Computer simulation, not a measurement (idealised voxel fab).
Process module heading - voxel transistor to metal
FYI the section here is cut, 170 nm wide, cells are 5 nm squares.
Cross-section, as written here: a square-cell grid given band by band from the top down, where a band holds one or more rows of cells. For a band, the entry starts with two heights in nm, that of the top and then that of the bottom, and carries on with the band's materials in order from left to right, each alongside its width in nm; the word "full width" beside a single material means it fills the band edge to edge, and "air" means empty space. Ref level 0: as-received wafer is one material below here. Bottom band extends down with no lower bound ("0 -> down"). A width given as "30 to 40" starts at the first number in the band's top row and ends at the second number in its bottom row, shifting by an equal amount at every step from row to row. "stayed the same", as given for a step, is the statement that not any cell of the cross-section underwent a change during that step. Entry "Enclosed void inventory" = empty spaces >= 8 cells with no open way to the top; each as width x height at distance, distance from left edge, all nm. Read whatever lies past the settings on a step's line as the simulator's own remark about the step. overlay nm: step with mask; distance mask lay right of planned place; negative value = left of planned place.

This section lists the process steps that were planned:
1) RECEIVE [material Si]
2) CONFORMAL_DEP [material SiO2] [thk nm 5]
3) CONFORMAL_DEP [material SiN] [thk nm 10]
4) DIRECTIONAL_DEP [material aC] [thk nm 10]
5) PATTERN [tone cover] [mask id ACTIVE] [material resist] [width nm 110] [thk nm 25] [overlay nm 0]
6) DIRECTIONAL_ETCH [etch materials aC] [depth nm 10]
7) STRIP [etch materials resist]
8) DIRECTIONAL_ETCH [etch materials SiN] [depth nm 10]
9) DIRECTIONAL_ETCH [etch materials SiO2] [depth nm 5]
10) DIRECTIONAL_ETCH [etch materials Si] [depth nm 20]
11) STRIP [etch materials aC]
12) FILL_DEP [material SiO2] [thk nm 15]
13) CMP [height nm 15]
14) SELECTIVE_ETCH [etch materials SiO2] [depth nm 5]
15) STRIP [etch materials SiN]
16) SELECTIVE_ETCH [etch materials SiO2] [depth nm 5]
17) OXIDIZE [depth nm 5]
18) DIRECTIONAL_DEP [material polySi] [thk nm 30]
19) DIRECTIONAL_DEP [material SiCN] [thk nm 15]
20) MASKED_ETCH [tone cover] [mask id GATE] [width nm 30] [etch materials SiCN] [depth nm 25] [overlay nm 0]
21) MASKED_ETCH [tone cover] [mask id GATE] [width nm 30] [etch materials polySi] [depth nm 40] [overlay nm 0]
22) CONFORMAL_DEP [material SiN] [thk nm 5]
23) DIRECTIONAL_ETCH [etch materials SiN] [depth nm 5]
24) DIRECTIONAL_ETCH [etch materials SiO2] [depth nm 5]
25) DIRECTIONAL_ETCH [etch materials Si] [depth nm 15]
26) EPI [material pSi] [thk nm 15]
27) FILL_DEP [material SiO2] [thk nm 10]
28) CMP [height nm 30]
29) STRIP [etch materials polySi]
30) SELECTIVE_ETCH [etch materials SiO2] [depth nm 5]
31) CONFORMAL_DEP [material HfO2] [thk nm 5]
32) CONFORMAL_DEP [material TiN] [thk nm 5]
33) FILL_DEP [material W] [thk nm 5]
34) CMP [height nm 25]
35) DIRECTIONAL_DEP [material SiO2] [thk nm 10]
36) PATTERN [tone open] [mask id CONTACT] [material resist] [width nm 15] [pitch nm 75] [thk nm 20] [overlay nm 0]
37) DIRECTIONAL_ETCH [etch materials SiO2] [depth nm 40]
38) STRIP [etch materials resist]
39) CONFORMAL_DEP [material TiN] [thk nm 5]
40) FILL_DEP [material Ru] [thk nm 10]
41) CMP [height nm 35]
42) DIRECTIONAL_DEP [material TiN] [thk nm 5]
43) DIRECTIONAL_DEP [material W] [thk nm 25]
44) DIRECTIONAL_DEP [material aC] [thk nm 15]
45) PATTERN [tone cover] [mask id METAL_1] [material resist] [width nm 15] [pitch nm 75] [thk nm 30] [overlay nm 0]
46) DIRECTIONAL_ETCH [etch materials aC] [depth nm 15]
47) STRIP [etch materials resist]
48) DIRECTIONAL_ETCH [etch materials W] [depth nm 25]
49) DIRECTIONAL_ETCH [etch materials TiN] [depth nm 5]
50) STRIP [etch materials aC]
51) CONFORMAL_DEP [material SiCN] [thk nm 5]
52) FILL_DEP [material lowk] [thk nm 10]
53) CMP [height nm 65]
54) CONFORMAL_DEP [material SiCN] [thk nm 5]

First of two wafers, with the run carried out as planned:

Cross-section of the wafer as it came to us, i.e., already through step 1:
* 0 -> down | Si full width
* Enclosed void inventory: none

Cross-section: wafer state after step 2:
* 5 -> 0 | SiO2 full width
* Nothing below the height 0 has changed.

Cross-section: wafer state after step 3:
* 15 -> 5 | SiN full width
* Nothing below the height 5 has changed.

Cross-section: wafer state after step 4:
* 25 -> 15 | aC full width
* Nothing below the height 15 has changed.

Cross-section: wafer state after step 5:
* 50 -> 25 | air=30; resist=110; air=30
* Nothing below the height 25 has changed.

Cross-section: wafer state after step 6:
* 40 -> 25 | air=30; resist=110; air=30
* 25 -> 15 | air=30; aC=110; air=30
* Nothing below the height 15 has changed.

Cross-section: wafer state after step 7:
* 25 -> 15 | air=30; aC=110; air=30
* Nothing below the height 15 has changed.

Cross-section: wafer state after step 8:
* 25 -> 15 | air=30; aC=110; air=30
* 15 -> 5 | air=30; SiN=110; air=30
* Nothing below the height 5 has changed.

Cross-section: wafer state after step 9:
* 25 -> 15 | air=30; aC=110; air=30
* 15 -> 5 | air=30; SiN=110; air=30
* 5 -> 0 | air=30; SiO2=110; air=30
* Nothing below the height 0 has changed.

Cross-section: wafer state after step 10:
* 25 -> 15 | air=30; aC=110; air=30
* 15 -> 5 | air=30; SiN=110; air=30
* 5 -> 0 | air=30; SiO2=110; air=30
* 0 -> -20 | air=30; Si=110; air=30
* Nothing below the height -20 has changed.

Cross-section: wafer state after step 11:
* 15 -> 5 | air=30; SiN=110; air=30
* Nothing below the height 5 has changed.

Cross-section: wafer state after step 12:
* 30 -> 15 | SiO2 full width
* 15 -> 5 | SiO2=30; SiN=110; SiO2=30
* 5 -> 0 | SiO2 full width
* 0 -> -20 | SiO2=30; Si=110; SiO2=30
* Nothing below the height -20 has changed.

Cross-section: wafer state after step 13:
* 15 -> 5 | SiO2=30; SiN=110; SiO2=30
* Nothing below the height 5 has changed.

Cross-section: wafer state after step 14:
* 15 -> 10 | air=30; SiN=110; air=30
* Nothing below the height 10 has changed.

Cross-section: wafer state after step 15:
* 10 -> 5 | SiO2=30; air=110; SiO2=30
* Nothing below the height 5 has changed.

Cross-section: wafer state after step 16:
* 5 -> 0 | SiO2=25; air=120; SiO2=25
* Nothing below the height 0 has changed.

Cross-section: wafer state after step 17:
* 5 -> 0 | SiO2=25; air=120; SiO2=25
* 0 -> -5 | SiO2 full width
* Nothing below the height -5 has changed.

Cross-section: wafer state after step 18:
* 35 -> 30 | polySi=25; air=120; polySi=25
* 30 -> 5 | polySi full width
* 5 -> 0 | SiO2=25; polySi=120; SiO2=25
* Nothing below the height 0 has changed.

Cross-section: wafer state after step 19:
* 50 -> 45 | SiCN=25; air=120; SiCN=25
* 45 -> 35 | SiCN full width
* 35 -> 30 | polySi=25; SiCN=120; polySi=25
* Nothing below the height 30 has changed.

Cross-section: wafer state after step 20:
* 45 -> 35 | air=70; SiCN=30; air=70
* 35 -> 30 | polySi=25; air=45; SiCN=30; air=45; polySi=25
* Nothing below the height 30 has changed.

Cross-section: wafer state after step 21:
* 45 -> 30 | air=70; SiCN=30; air=70
* 30 -> 5 | air=70; polySi=30; air=70
* 5 -> 0 | SiO2=25; air=45; polySi=30; air=45; SiO2=25
* Nothing below the height 0 has changed.

Cross-section: wafer state after step 22:
* 50 -> 45 | air=65; SiN=40; air=65
* 45 -> 30 | air=65; SiN=5; SiCN=30; SiN=5; air=65
* 30 -> 10 | air=65; SiN=5; polySi=30; SiN=5; air=65
* 10 -> 5 | SiN=30; air=35; SiN=5; polySi=30; SiN=5; air=35; SiN=30
* 5 -> 0 | SiO2=25; SiN=45; polySi=30; SiN=45; SiO2=25
* Nothing below the height 0 has changed.

Cross-section: wafer state after step 23:
* 45 -> 30 | air=65; SiN=5; SiCN=30; SiN=5; air=65
* 30 -> 5 | air=65; SiN=5; polySi=30; SiN=5; air=65
* 5 -> 0 | SiO2=25; SiN=5; air=35; SiN=5; polySi=30; SiN=5; air=35; SiN=5; SiO2=25
* Nothing below the height 0 has changed.

Cross-section: wafer state after step 24:
* 45 -> 30 | air=65; SiN=5; SiCN=30; SiN=5; air=65
* 30 -> 5 | air=65; SiN=5; polySi=30; SiN=5; air=65
* 5 -> 0 | air=25; SiN=5; air=35; SiN=5; polySi=30; SiN=5; air=35; SiN=5; air=25
* 0 -> -5 | SiO2=30; air=35; SiO2=40; air=35; SiO2=30
* Nothing below the height -5 has changed.

Cross-section: wafer state after step 25:
* 45 -> 30 | air=65; SiN=5; SiCN=30; SiN=5; air=65
* 30 -> 5 | air=65; SiN=5; polySi=30; SiN=5; air=65
* 5 -> 0 | air=25; SiN=5; air=35; SiN=5; polySi=30; SiN=5; air=35; SiN=5; air=25
* 0 -> -5 | SiO2=30; air=35; SiO2=40; air=35; SiO2=30
* -5 -> -20 | SiO2=30; air=35; Si=40; air=35; SiO2=30
* Nothing below the height -20 has changed.

Cross-section: wafer state after step 26:
* 45 -> 30 | air=65; SiN=5; SiCN=30; SiN=5; air=65
* 30 -> 10 | air=65; SiN=5; polySi=30; SiN=5; air=65
* 10 -> 5 | air=50; pSi=15; SiN=5; polySi=30; SiN=5; pSi=15; air=50
* 5 -> 0 | air=25; SiN=5; air=20; pSi=15; SiN=5; polySi=30; SiN=5; pSi=15; air=20; SiN=5; air=25
* 0 -> -5 | SiO2=30; air=20; pSi=15; SiO2=40; pSi=15; air=20; SiO2=30
* -5 -> -20 | SiO2=30; pSi=35; Si=40; pSi=35; SiO2=30
* Nothing below the height -20 has changed.

Cross-section: wafer state after step 27:
* 55 -> 45 | SiO2 full width
* 45 -> 30 | SiO2=65; SiN=5; SiCN=30; SiN=5; SiO2=65
* 30 -> 10 | SiO2=65; SiN=5; polySi=30; SiN=5; SiO2=65
* 10 -> 5 | SiO2=50; pSi=15; SiN=5; polySi=30; SiN=5; pSi=15; SiO2=50
* 5 -> 0 | SiO2=25; SiN=5; SiO2=20; pSi=15; SiN=5; polySi=30; SiN=5; pSi=15; SiO2=20; SiN=5; SiO2=25
* 0 -> -5 | SiO2=50; pSi=15; SiO2=40; pSi=15; SiO2=50
* Nothing below the height -5 has changed.

Cross-section: wafer state after step 28:
* 30 -> 10 | SiO2=65; SiN=5; polySi=30; SiN=5; SiO2=65
* Nothing below the height 10 has changed.

Cross-section: wafer state after step 29:
* 30 -> 10 | SiO2=65; SiN=5; air=30; SiN=5; SiO2=65
* 10 -> 5 | SiO2=50; pSi=15; SiN=5; air=30; SiN=5; pSi=15; SiO2=50
* 5 -> 0 | SiO2=25; SiN=5; SiO2=20; pSi=15; SiN=5; air=30; SiN=5; pSi=15; SiO2=20; SiN=5; SiO2=25
* Nothing below the height 0 has changed.

Cross-section: wafer state after step 30:
* 30 -> 25 | air=65; SiN=5; air=30; SiN=5; air=65
* 25 -> 10 | SiO2=65; SiN=5; air=30; SiN=5; SiO2=65
* 10 -> 5 | SiO2=50; pSi=15; SiN=5; air=30; SiN=5; pSi=15; SiO2=50
* 5 -> 0 | SiO2=25; SiN=5; SiO2=20; pSi=15; SiN=5; air=30; SiN=5; pSi=15; SiO2=20; SiN=5; SiO2=25
* 0 -> -5 | SiO2=50; pSi=15; air=40; pSi=15; SiO2=50
* Nothing below the height -5 has changed.

Cross-section: wafer state after step 31:
* 35 -> 30 | air=60; HfO2=15; air=20; HfO2=15; air=60
* 30 -> 25 | HfO2=65; SiN=5; HfO2=5; air=20; HfO2=5; SiN=5; HfO2=65
* 25 -> 10 | SiO2=65; SiN=5; HfO2=5; air=20; HfO2=5; SiN=5; SiO2=65
* 10 -> 5 | SiO2=50; pSi=15; SiN=5; HfO2=5; air=20; HfO2=5; SiN=5; pSi=15; SiO2=50
* 5 -> 0 | SiO2=25; SiN=5; SiO2=20; pSi=15; SiN=5; HfO2=5; air=20; HfO2=5; SiN=5; pSi=15; SiO2=20; SiN=5; SiO2=25
* 0 -> -5 | SiO2=50; pSi=15; HfO2=40; pSi=15; SiO2=50
* Nothing below the height -5 has changed.

Cross-section: wafer state after step 32:
* 40 -> 35 | air=55; TiN=25; air=10; TiN=25; air=55
* 35 -> 30 | TiN=60; HfO2=15; TiN=5; air=10; TiN=5; HfO2=15; TiN=60
* 30 -> 25 | HfO2=65; SiN=5; HfO2=5; TiN=5; air=10; TiN=5; HfO2=5; SiN=5; HfO2=65
* 25 -> 10 | SiO2=65; SiN=5; HfO2=5; TiN=5; air=10; TiN=5; HfO2=5; SiN=5; SiO2=65
* 10 -> 5 | SiO2=50; pSi=15; SiN=5; HfO2=5; TiN=5; air=10; TiN=5; HfO2=5; SiN=5; pSi=15; SiO2=50
* 5 -> 0 | SiO2=25; SiN=5; SiO2=20; pSi=15; SiN=5; HfO2=5; TiN=20; HfO2=5; SiN=5; pSi=15; SiO2=20; SiN=5; SiO2=25
* Nothing below the height 0 has changed.

Cross-section: wafer state after step 33:
* 45 -> 40 | W full width
* 40 -> 35 | W=55; TiN=25; W=10; TiN=25; W=55
* 35 -> 30 | TiN=60; HfO2=15; TiN=5; W=10; TiN=5; HfO2=15; TiN=60
* 30 -> 25 | HfO2=65; SiN=5; HfO2=5; TiN=5; W=10; TiN=5; HfO2=5; SiN=5; HfO2=65
* 25 -> 10 | SiO2=65; SiN=5; HfO2=5; TiN=5; W=10; TiN=5; HfO2=5; SiN=5; SiO2=65
* 10 -> 5 | SiO2=50; pSi=15; SiN=5; HfO2=5; TiN=5; W=10; TiN=5; HfO2=5; SiN=5; pSi=15; SiO2=50
* Nothing below the height 5 has changed.

Cross-section: wafer state after step 34:
* 25 -> 10 | SiO2=65; SiN=5; HfO2=5; TiN=5; W=10; TiN=5; HfO2=5; SiN=5; SiO2=65
* Nothing below the height 10 has changed.

Cross-section: wafer state after step 35:
* 35 -> 25 | SiO2 full width
* Nothing below the height 25 has changed.

Cross-section: wafer state after step 36:
* 55 -> 35 | resist=40; air=15; resist=60; air=15; resist=40
* Nothing below the height 35 has changed.

Cross-section: wafer state after step 37:
* 55 -> 35 | resist=40; air=15; resist=60; air=15; resist=40
* 35 -> 25 | SiO2=40; air=15; SiO2=60; air=15; SiO2=40
* 25 -> 10 | SiO2=40; air=15; SiO2=10; SiN=5; HfO2=5; TiN=5; W=10; TiN=5; HfO2=5; SiN=5; SiO2=10; air=15; SiO2=40
* 10 -> 5 | SiO2=40; air=10; pSi=15; SiN=5; HfO2=5; TiN=5; W=10; TiN=5; HfO2=5; SiN=5; pSi=15; air=10; SiO2=40
* 5 -> 0 | SiO2=25; SiN=5; SiO2=10; air=10; pSi=15; SiN=5; HfO2=5; TiN=20; HfO2=5; SiN=5; pSi=15; air=10; SiO2=10; SiN=5; SiO2=25
* 0 -> -5 | SiO2=40; air=10; pSi=15; HfO2=40; pSi=15; air=10; SiO2=40
* Nothing below the height -5 has changed.

Cross-section: wafer state after step 38:
* 35 -> 25 | SiO2=40; air=15; SiO2=60; air=15; SiO2=40
* Nothing below the height 25 has changed.

Cross-section: wafer state after step 39:
* 40 -> 35 | TiN=45; air=5; TiN=70; air=5; TiN=45
* 35 -> 25 | SiO2=40; TiN=5; air=5; TiN=5; SiO2=60; TiN=5; air=5; TiN=5; SiO2=40
* 25 -> 15 | SiO2=40; TiN=5; air=5; TiN=5; SiO2=10; SiN=5; HfO2=5; TiN=5; W=10; TiN=5; HfO2=5; SiN=5; SiO2=10; TiN=5; air=5; TiN=5; SiO2=40
* 15 -> 10 | SiO2=40; TiN=15; SiO2=10; SiN=5; HfO2=5; TiN=5; W=10; TiN=5; HfO2=5; SiN=5; SiO2=10; TiN=15; SiO2=40
* 10 -> 5 | SiO2=40; TiN=10; pSi=15; SiN=5; HfO2=5; TiN=5; W=10; TiN=5; HfO2=5; SiN=5; pSi=15; TiN=10; SiO2=40
* 5 -> 0 | SiO2=25; SiN=5; SiO2=10; TiN=10; pSi=15; SiN=5; HfO2=5; TiN=20; HfO2=5; SiN=5; pSi=15; TiN=10; SiO2=10; SiN=5; SiO2=25
* 0 -> -5 | SiO2=40; TiN=10; pSi=15; HfO2=40; pSi=15; TiN=10; SiO2=40
* Nothing below the height -5 has changed.

Cross-section: wafer state after step 40:
* 50 -> 40 | Ru full width
* 40 -> 35 | TiN=45; Ru=5; TiN=70; Ru=5; TiN=45
* 35 -> 25 | SiO2=40; TiN=5; Ru=5; TiN=5; SiO2=60; TiN=5; Ru=5; TiN=5; SiO2=40
* 25 -> 15 | SiO2=40; TiN=5; Ru=5; TiN=5; SiO2=10; SiN=5; HfO2=5; TiN=5; W=10; TiN=5; HfO2=5; SiN=5; SiO2=10; TiN=5; Ru=5; TiN=5; SiO2=40
* Nothing below the height 15 has changed.

Cross-section: wafer state after step 41:
* 35 -> 25 | SiO2=40; TiN=5; Ru=5; TiN=5; SiO2=60; TiN=5; Ru=5; TiN=5; SiO2=40
* Nothing below the height 25 has changed.

Cross-section: wafer state after step 42:
* 40 -> 35 | TiN full width
* Nothing below the height 35 has changed.

Cross-section: wafer state after step 43:
* 65 -> 40 | W full width
* Nothing below the height 40 has changed.

Cross-section: wafer state after step 44:
* 80 -> 65 | aC full width
* Nothing below the height 65 has changed.

Cross-section: wafer state after step 45:
* 110 -> 80 | air=40; resist=15; air=60; resist=15; air=40
* Nothing below the height 80 has changed.

Cross-section: wafer state after step 46:
* 95 -> 80 | air=40; resist=15; air=60; resist=15; air=40
* 80 -> 65 | air=40; aC=15; air=60; aC=15; air=40
* Nothing below the height 65 has changed.

Cross-section: wafer state after step 47:
* 80 -> 65 | air=40; aC=15; air=60; aC=15; air=40
* Nothing below the height 65 has changed.

Cross-section: wafer state after step 48:
* 80 -> 65 | air=40; aC=15; air=60; aC=15; air=40
* 65 -> 40 | air=40; W=15; air=60; W=15; air=40
* Nothing below the height 40 has changed.

Cross-section: wafer state after step 49:
* 80 -> 65 | air=40; aC=15; air=60; aC=15; air=40
* 65 -> 40 | air=40; W=15; air=60; W=15; air=40
* 40 -> 35 | air=40; TiN=15; air=60; TiN=15; air=40
* Nothing below the height 35 has changed.

Cross-section: wafer state after step 50:
* 65 -> 40 | air=40; W=15; air=60; W=15; air=40
* Nothing below the height 40 has changed.

Cross-section: wafer state after step 51:
* 70 -> 65 | air=35; SiCN=25; air=50; SiCN=25; air=35
* 65 -> 40 | air=35; SiCN=5; W=15; SiCN=5; air=50; SiCN=5; W=15; SiCN=5; air=35
* 40 -> 35 | SiCN=40; TiN=15; SiCN=60; TiN=15; SiCN=40
* Nothing below the height 35 has changed.

Cross-section: wafer state after step 52:
* 80 -> 70 | lowk full width
* 70 -> 65 | lowk=35; SiCN=25; lowk=50; SiCN=25; lowk=35
* 65 -> 40 | lowk=35; SiCN=5; W=15; SiCN=5; lowk=50; SiCN=5; W=15; SiCN=5; lowk=35
* Nothing below the height 40 has changed.

Cross-section: wafer state after step 53:
* 65 -> 40 | lowk=35; SiCN=5; W=15; SiCN=5; lowk=50; SiCN=5; W=15; SiCN=5; lowk=35
* Nothing below the height 40 has changed.

Cross-section: wafer state after step 54:
* 70 -> 65 | SiCN full width
* Nothing below the height 65 has changed.

Notes, second wafer: start = first wafer's, plan = first wafer's, execution had one mistake; history identical to first through step 12:

Cross-section of the second wafer when, according to plan, step 13 should have finished:
* 25 -> 15 | SiO2 full width
* Nothing below the height 15 has changed.

Cross-section of the second wafer when, according to plan, step 14 should have finished:
* 20 -> 15 | SiO2 full width
* Nothing below the height 15 has changed.

Cross-section of the second wafer when, according to plan, step 15 should have finished: stayed the same

Cross-section of the second wafer when, according to plan, step 16 should have finished:
* 15 -> 5 | SiO2=30; SiN=110; SiO2=30
* Nothing below the height 5 has changed.

Cross-section of the second wafer when, according to plan, step 17 should have finished: stayed the same

Cross-section of the second wafer when, according to plan, step 18 should have finished:
* 45 -> 15 | polySi full width
* Nothing below the height 15 has changed.

Cross-section of the second wafer when, according to plan, step 19 should have finished:
* 60 -> 45 | SiCN full width
* Nothing below the height 45 has changed.

Cross-section of the second wafer when, according to plan, step 20 should have finished:
* 60 -> 45 | air=70; SiCN=30; air=70
* Nothing below the height 45 has changed.

Cross-section of the second wafer when, according to plan, step 21 should have finished:
* 60 -> 45 | air=70; SiCN=30; air=70
* 45 -> 15 | air=70; polySi=30; air=70
* Nothing below the height 15 has changed.

Cross-section of the second wafer when, according to plan, step 22 should have finished:
* 65 -> 60 | air=65; SiN=40; air=65
* 60 -> 45 | air=65; SiN=5; SiCN=30; SiN=5; air=65
* 45 -> 20 | air=65; SiN=5; polySi=30; SiN=5; air=65
* 20 -> 15 | SiN=70; polySi=30; SiN=70
* Nothing below the height 15 has changed.

Cross-section of the second wafer when, according to plan, step 23 should have finished:
* 60 -> 45 | air=65; SiN=5; SiCN=30; SiN=5; air=65
* 45 -> 15 | air=65; SiN=5; polySi=30; SiN=5; air=65
* Nothing below the height 15 has changed.

Cross-section of the second wafer when, according to plan, step 24 should have finished:
* 60 -> 45 | air=65; SiN=5; SiCN=30; SiN=5; air=65
* 45 -> 15 | air=65; SiN=5; polySi=30; SiN=5; air=65
* 15 -> 10 | air=30; SiN=110; air=30
* Nothing below the height 10 has changed.

Cross-section of the second wafer when, according to plan, step 25 should have finished: stayed the same

Cross-section of the second wafer when, according to plan, step 26 should have finished: stayed the same

Cross-section of the second wafer when, according to plan, step 27 should have finished:
* 70 -> 60 | SiO2 full width
* 60 -> 45 | SiO2=65; SiN=5; SiCN=30; SiN=5; SiO2=65
* 45 -> 15 | SiO2=65; SiN=5; polySi=30; SiN=5; SiO2=65
* 15 -> 5 | SiO2=30; SiN=110; SiO2=30
* Nothing below the height 5 has changed.

Cross-section of the second wafer when, according to plan, step 28 should have finished:
* 30 -> 15 | SiO2=65; SiN=5; polySi=30; SiN=5; SiO2=65
* Nothing below the height 15 has changed.

Cross-section of the second wafer when, according to plan, step 29 should have finished:
* 30 -> 15 | SiO2=65; SiN=5; air=30; SiN=5; SiO2=65
* Nothing below the height 15 has changed.

Cross-section of the second wafer when, according to plan, step 30 should have finished:
* 30 -> 25 | air=65; SiN=5; air=30; SiN=5; air=65
* Nothing below the height 25 has changed.

Cross-section of the second wafer when, according to plan, step 31 should have finished:
* 35 -> 30 | air=60; HfO2=15; air=20; HfO2=15; air=60
* 30 -> 25 | HfO2=65; SiN=5; HfO2=5; air=20; HfO2=5; SiN=5; HfO2=65
* 25 -> 20 | SiO2=65; SiN=5; HfO2=5; air=20; HfO2=5; SiN=5; SiO2=65
* 20 -> 15 | SiO2=65; SiN=5; HfO2=30; SiN=5; SiO2=65
* Nothing below the height 15 has changed.

Cross-section of the second wafer when, according to plan, step 32 should have finished:
* 40 -> 35 | air=55; TiN=25; air=10; TiN=25; air=55
* 35 -> 30 | TiN=60; HfO2=15; TiN=5; air=10; TiN=5; HfO2=15; TiN=60
* 30 -> 25 | HfO2=65; SiN=5; HfO2=5; TiN=5; air=10; TiN=5; HfO2=5; SiN=5; HfO2=65
* 25 -> 20 | SiO2=65; SiN=5; HfO2=5; TiN=20; HfO2=5; SiN=5; SiO2=65
* Nothing below the height 20 has changed.

Cross-section of the second wafer when, according to plan, step 33 should have finished:
* 45 -> 40 | W full width
* 40 -> 35 | W=55; TiN=25; W=10; TiN=25; W=55
* 35 -> 30 | TiN=60; HfO2=15; TiN=5; W=10; TiN=5; HfO2=15; TiN=60
* 30 -> 25 | HfO2=65; SiN=5; HfO2=5; TiN=5; W=10; TiN=5; HfO2=5; SiN=5; HfO2=65
* Nothing below the height 25 has changed.

Cross-section of the second wafer when, according to plan, step 34 should have finished:
* 25 -> 20 | SiO2=65; SiN=5; HfO2=5; TiN=20; HfO2=5; SiN=5; SiO2=65
* Nothing below the height 20 has changed.

Cross-section of the second wafer when, according to plan, step 35 should have finished:
* 35 -> 25 | SiO2 full width
* Nothing below the height 25 has changed.

Cross-section of the second wafer when, according to plan, step 36 should have finished:
* 55 -> 35 | resist=40; air=15; resist=60; air=15; resist=40
* Nothing below the height 35 has changed.

Cross-section of the second wafer when, according to plan, step 37 should have finished:
* 55 -> 35 | resist=40; air=15; resist=60; air=15; resist=40
* 35 -> 25 | SiO2=40; air=15; SiO2=60; air=15; SiO2=40
* 25 -> 20 | SiO2=40; air=15; SiO2=10; SiN=5; HfO2=5; TiN=20; HfO2=5; SiN=5; SiO2=10; air=15; SiO2=40
* 20 -> 15 | SiO2=40; air=15; SiO2=10; SiN=5; HfO2=30; SiN=5; SiO2=10; air=15; SiO2=40
* Nothing below the height 15 has changed.

Cross-section of the second wafer when, according to plan, step 38 should have finished:
* 35 -> 25 | SiO2=40; air=15; SiO2=60; air=15; SiO2=40
* Nothing below the height 25 has changed.

Cross-section of the second wafer when, according to plan, step 39 should have finished:
* 40 -> 35 | TiN=45; air=5; TiN=70; air=5; TiN=45
* 35 -> 25 | SiO2=40; TiN=5; air=5; TiN=5; SiO2=60; TiN=5; air=5; TiN=5; SiO2=40
* 25 -> 20 | SiO2=40; TiN=5; air=5; TiN=5; SiO2=10; SiN=5; HfO2=5; TiN=20; HfO2=5; SiN=5; SiO2=10; TiN=5; air=5; TiN=5; SiO2=40
* 20 -> 15 | SiO2=40; TiN=15; SiO2=10; SiN=5; HfO2=30; SiN=5; SiO2=10; TiN=15; SiO2=40
* Nothing below the height 15 has changed.

Cross-section of the second wafer when, according to plan, step 40 should have finished:
* 50 -> 40 | Ru full width
* 40 -> 35 | TiN=45; Ru=5; TiN=70; Ru=5; TiN=45
* 35 -> 25 | SiO2=40; TiN=5; Ru=5; TiN=5; SiO2=60; TiN=5; Ru=5; TiN=5; SiO2=40
* 25 -> 20 | SiO2=40; TiN=5; Ru=5; TiN=5; SiO2=10; SiN=5; HfO2=5; TiN=20; HfO2=5; SiN=5; SiO2=10; TiN=5; Ru=5; TiN=5; SiO2=40
* Nothing below the height 20 has changed.

Cross-section of the second wafer when, according to plan, step 41 should have finished:
* 35 -> 25 | SiO2=40; TiN=5; Ru=5; TiN=5; SiO2=60; TiN=5; Ru=5; TiN=5; SiO2=40
* Nothing below the height 25 has changed.

Cross-section of the second wafer when, according to plan, step 42 should have finished:
* 40 -> 35 | TiN full width
* Nothing below the height 35 has changed.

Cross-section of the second wafer when, according to plan, step 43 should have finished:
* 65 -> 40 | W full width
* Nothing below the height 40 has changed.

Cross-section of the second wafer when, according to plan, step 44 should have finished:
* 80 -> 65 | aC full width
* Nothing below the height 65 has changed.

Cross-section of the second wafer when, according to plan, step 45 should have finished:
* 110 -> 80 | air=40; resist=15; air=60; resist=15; air=40
* Nothing below the height 80 has changed.

Cross-section of the second wafer when, according to plan, step 46 should have finished:
* 95 -> 80 | air=40; resist=15; air=60; resist=15; air=40
* 80 -> 65 | air=40; aC=15; air=60; aC=15; air=40
* Nothing below the height 65 has changed.

Cross-section of the second wafer when, according to plan, step 47 should have finished:
* 80 -> 65 | air=40; aC=15; air=60; aC=15; air=40
* Nothing below the height 65 has changed.

Cross-section of the second wafer when, according to plan, step 48 should have finished:
* 80 -> 65 | air=40; aC=15; air=60; aC=15; air=40
* 65 -> 40 | air=40; W=15; air=60; W=15; air=40
* Nothing below the height 40 has changed.

Cross-section of the second wafer when, according to plan, step 49 should have finished:
* 80 -> 65 | air=40; aC=15; air=60; aC=15; air=40
* 65 -> 40 | air=40; W=15; air=60; W=15; air=40
* 40 -> 35 | air=40; TiN=15; air=60; TiN=15; air=40
* Nothing below the height 35 has changed.

Cross-section of the second wafer when, according to plan, step 50 should have finished:
* 65 -> 40 | air=40; W=15; air=60; W=15; air=40
* Nothing below the height 40 has changed.

Cross-section of the second wafer when, according to plan, step 51 should have finished:
* 70 -> 65 | air=35; SiCN=25; air=50; SiCN=25; air=35
* 65 -> 40 | air=35; SiCN=5; W=15; SiCN=5; air=50; SiCN=5; W=15; SiCN=5; air=35
* 40 -> 35 | SiCN=40; TiN=15; SiCN=60; TiN=15; SiCN=40
* Nothing below the height 35 has changed.

Cross-section of the second wafer when, according to plan, step 52 should have finished:
* 80 -> 70 | lowk full width
* 70 -> 65 | lowk=35; SiCN=25; lowk=50; SiCN=25; lowk=35
* 65 -> 40 | lowk=35; SiCN=5; W=15; SiCN=5; lowk=50; SiCN=5; W=15; SiCN=5; lowk=35
* Nothing below the height 40 has changed.

Cross-section of the second wafer when, according to plan, step 53 should have finished:
* 65 -> 40 | lowk=35; SiCN=5; W=15; SiCN=5; lowk=50; SiCN=5; W=15; SiCN=5; lowk=35
* Nothing below the height 40 has changed.

Cross-section of the second wafer when, according to plan, step 54 should have finished:
* 70 -> 65 | SiCN full width
* Nothing below the height 65 has changed.
Short version of what went wrong: step 13 did not happen as planned, as run it was CMP [height nm 25]
Upon completion, the second wafer contains, in terms of cells, a greater or smaller amount of certain materials than the first wafer: HfO2 -10; Ru -2; Si +64; SiN +36; SiO2 +4; TiN -24; W -8; pSi -60
